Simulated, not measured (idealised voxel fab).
Process module under the name voxel lift off
Square cell edge 5 nm, section width 300 nm, ID cut.
Cross-section = grid of square cells, listed top down in bands; band = one or more rows.
For a band, the entry starts with two heights in nm, that of the top and then that of the bottom, and carries on with the band's materials in order from left to right, each alongside its width in nm; the word "all across" beside a single material means it fills the band edge to edge, and "air" means empty space.
Height reference: 0 = level under which incoming wafer is all one material. Lowest band: no bottom, runs on downward, e.g. "z 0 and below".
So if you see something like "30 to 40" for the width, read it as the top row of the band sitting at the first number and the bottom row at the second, with every row in between moving by the same amount as the last.
The cross-section has no changed cell in any step marked "no change occurred".
Entry "Enclosed void catalog" = empty spaces >= 8 cells with no open way to the top; each as width x height at distance, distance from left edge, all nm.
It should be noted that, on the line of a given step, the content following the step's settings is a remark produced by the simulator itself with respect to that step.
For masked steps, "overlay nm" on the step line gives how far right of plan the mask actually lay; a minus sign means it lay to the left.
# Steps in the process plan
1,RECEIVE [material Si]
2,CONFORMAL_DEP [material Al2O3] [thk nm 5]
3,PATTERN [tone open] [mask id LINES] [material resist] [width nm 20] [pitch nm 45] [thk nm 15] [overlay nm 0]
4,DIRECTIONAL_DEP [material Ru] [thk nm 5]
5,STRIP [etch materials resist]
6,CONFORMAL_DEP [material SiO2] [thk nm 5]
# First out of two wafers; run went to plan
# Incoming wafer in cross-section (state: after step 1)
z 0 and below | Si all across
Enclosed void catalog: none
# Presented here is a cross-section of the wafer after step 2 has been performed
z 5 to 0 | Al2O3 all across
Beneath the level 0, the cross-section is identical to its previous state.
# Presented here is a cross-section of the wafer after step 3 has been performed
z 20 to 5 | resist (95)  air (20)  resist (25)  air (20)  resist (25)  air (20)  resist (95)
Beneath the level 5, the cross-section is identical to its previous state.
# Presented here is a cross-section of the wafer after step 4 has been performed
z 25 to 20 | Ru (95)  air (20)  Ru (25)  air (20)  Ru (25)  air (20)  Ru (95)
z 20 to 10 | resist (95)  air (20)  resist (25)  air (20)  resist (25)  air (20)  resist (95)
z 10 to 5 | resist (95)  Ru (20)  resist (25)  Ru (20)  resist (25)  Ru (20)  resist (95)
Beneath the level 5, the cross-section is identical to its previous state.
# Presented here is a cross-section of the wafer after step 5 has been performed
z 10 to 5 | air (95)  Ru (20)  air (25)  Ru (20)  air (25)  Ru (20)  air (95)
Beneath the level 5, the cross-section is identical to its previous state.
# Presented here is a cross-section of the wafer after step 6 has been performed
z 15 to 10 | air (90)  SiO2 (30)  air (15)  SiO2 (30)  air (15)  SiO2 (30)  air (90)
z 10 to 5 | SiO2 (95)  Ru (20)  SiO2 (25)  Ru (20)  SiO2 (25)  Ru (20)  SiO2 (95)
Beneath the level 5, the cross-section is identical to its previous state.
# Second wafer, same starting conditions and recipe as the first, one mistake in executing it, nothing differs from the first up to and including step 5
# Second wafer, cross-section, planned end of step 6
z 25 to 20 | air (80)  SiO2 (140)  air (80)
z 20 to 10 | SiO2 all across
z 10 to 5 | SiO2 (95)  Ru (20)  SiO2 (25)  Ru (20)  SiO2 (25)  Ru (20)  SiO2 (95)
Beneath the level 5, the cross-section is identical to its previous state.
The plan and the run diverged here: step 6 deviated from plan and actually ran as CONFORMAL_DEP [material SiO2] [thk nm 15]
Cell-count delta at end, second wafer over first, by material: SiO2: 130 more
